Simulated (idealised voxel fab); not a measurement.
The name of this process module is voxel tone inversion.
The cross-section on display is named cut; it measures 195 nm wide, and its cells are 5 nm squares.
Square cells in a grid make up a cross-section in this document, and the grid is given as bands, listed from the top down, each one or more rows of cells. First you get the band's top height and its bottom height, in nm, and then the materials it's made of, left to right, with each width in nm. If you see a single material with "everywhere", that one covers the band edge to edge. "empty" is empty space. Counting heights begins at 0, where everything beneath is, in the wafer as received, one material. The lowest band has no bottom; it goes on downwards, as "0 -> down" shows. You'd read "30..40" like this: the band's top row of cells is as wide as the first number, its bottom row is as wide as the second, and going down, every row changes width by the same amount as the row before did. "remained unchanged" after a step means that no cell of the cross-section changed. In the "Enclosed void list" entry, you get each enclosed empty space of 8 cells or more, one with no open way to the top, written width x height at distance, distance from the left edge, in nm. It should be noted that, on the line of a given step, the content following the step's settings is a remark produced by the simulator itself with respect to that step. overlay nm: right-of-plan distance of the mask on a masked step; negative values mean left-of-plan.

[The planned process steps are enumerated hereunder]
1,op RECEIVE | material Si
2,op CONFORMAL_DEP | material SiCN | thk nm 10
3,op DIRECTIONAL_DEP | material polySi | thk nm 15
4,op PATTERN | tone cover | mask id POSTS | material resist | width nm 20 | pitch nm 35 | thk nm 25 | overlay nm 0
5,op DIRECTIONAL_ETCH | etch materials polySi | depth nm 15
6,op STRIP | etch materials resist
7,op FILL_DEP | material SiO2 | thk nm 5
8,op CMP | height nm 25
9,op STRIP | etch materials polySi
10,op CONFORMAL_DEP | material TiN | thk nm 5
11,op FILL_DEP | material Cu | thk nm 5
12,op CMP | height nm 25
13,op CONFORMAL_DEP | material SiCN | thk nm 5

[Cross-sectional view of the wafer in its as-received condition, corresponding to the state after step 1]
- 0 -> down: Si everywhere
- Enclosed void list: none

[What the wafer looks like in cross-section after this module, when it starts as shown above and follows the plan above but one mistake is made in running it]
- 30 -> 25: SiO2 everywhere
- 25 -> 15: SiO2 35, TiN 5, Cu 10, TiN 5, SiO2 15, TiN 5, Cu 10, TiN 5, SiO2 15, TiN 5, Cu 10, TiN 5, SiO2 15, TiN 5, Cu 10, TiN 5, SiO2 35
- 15 -> 10: SiO2 35, TiN 20, SiO2 15, TiN 20, SiO2 15, TiN 20, SiO2 15, TiN 20, SiO2 35
- 10 -> 0: SiCN everywhere
- 0 -> down: Si everywhere
- Enclosed void list: none
What broke from the plan during processing? step 13 did not happen as planned, as run it was op CONFORMAL_DEP | material SiO2 | thk nm 5
